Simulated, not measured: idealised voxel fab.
You're looking at the process module voxel tone inversion.
Shown is cross-section cut, with a width of 225 nm and square cells of size 5 nm.
If you're reading a cross-section in this doc, picture square cells in a grid; it comes to you as bands, top ones listed first down to the bottom, and a band can be one or more rows of cells.
Within each band entry, the heights of the top and of the bottom of the band appear first, in that order and in nm; the materials of the band then follow from left to right, each with its corresponding width in nm. The designation "edge to edge" on a single material indicates that it fills the band from edge to edge; the designation "blank" indicates empty space.
Heights are measured from 0, the level below which the as-received wafer is all one material; the lowest band has no bottom and continues downward, written as in "from 0 down".
You'd read "30..40" like this: the band's top row of cells is as wide as the first number, its bottom row is as wide as the second, and going down, every row changes width by the same amount as the row before did.
"changes: none" -> step changed no cross-section cell.
"Fully sealed voids" enumerates empty spaces isolated from the top, with no open way to it, that contain at least 8 cells, giving each as width x height at distance from the left edge, all three in nm.
What comes after the settings on a step's line is commentary from the simulator itself on that step.
"overlay nm" denotes, for a step that has a mask, the displacement of the mask to the right of its planned place, with negative values corresponding to the left.

## Steps in the process plan
1: RECEIVE: material Si
2: CONFORMAL_DEP: material SiCN, thk nm 10
3: DIRECTIONAL_DEP: material aC, thk nm 15
4: PATTERN: tone cover, mask id POSTS, material resist, width nm 20, pitch nm 40, thk nm 20, overlay nm 0
5: DIRECTIONAL_ETCH: etch materials aC, depth nm 15
6: STRIP: etch materials resist
7: FILL_DEP: material SiO2, thk nm 10
8: CMP: height nm 25
9: STRIP: etch materials aC
10: CONFORMAL_DEP: material TiN, thk nm 5
11: FILL_DEP: material W, thk nm 10
12: CMP: height nm 25
13: CONFORMAL_DEP: material SiN, thk nm 5

## Wafer at receipt (post step 1), cross-section
* from 0 down = Si edge to edge
* Fully sealed voids: none

## Wafer at module end, in section. Began as above, planned as above, run with one mistake
* from 30 to 25 = SiN edge to edge
* from 25 to 15 = 35 of W  5 of TiN  20 of aC  5 of TiN  10 of W  5 of TiN  20 of aC  5 of TiN  10 of W  5 of TiN  20 of aC  5 of TiN  10 of W  5 of TiN  20 of aC  5 of TiN  40 of W
* from 15 to 10 = 40 of TiN  20 of aC  20 of TiN  20 of aC  20 of TiN  20 of aC  20 of TiN  20 of aC  45 of TiN
* from 10 to 0 = SiCN edge to edge
* from 0 down = Si edge to edge
* Fully sealed voids: none
What went wrong in running the wafer? in deviation from the planned setting, step 9 was conducted as STRIP: etch materials SiO2
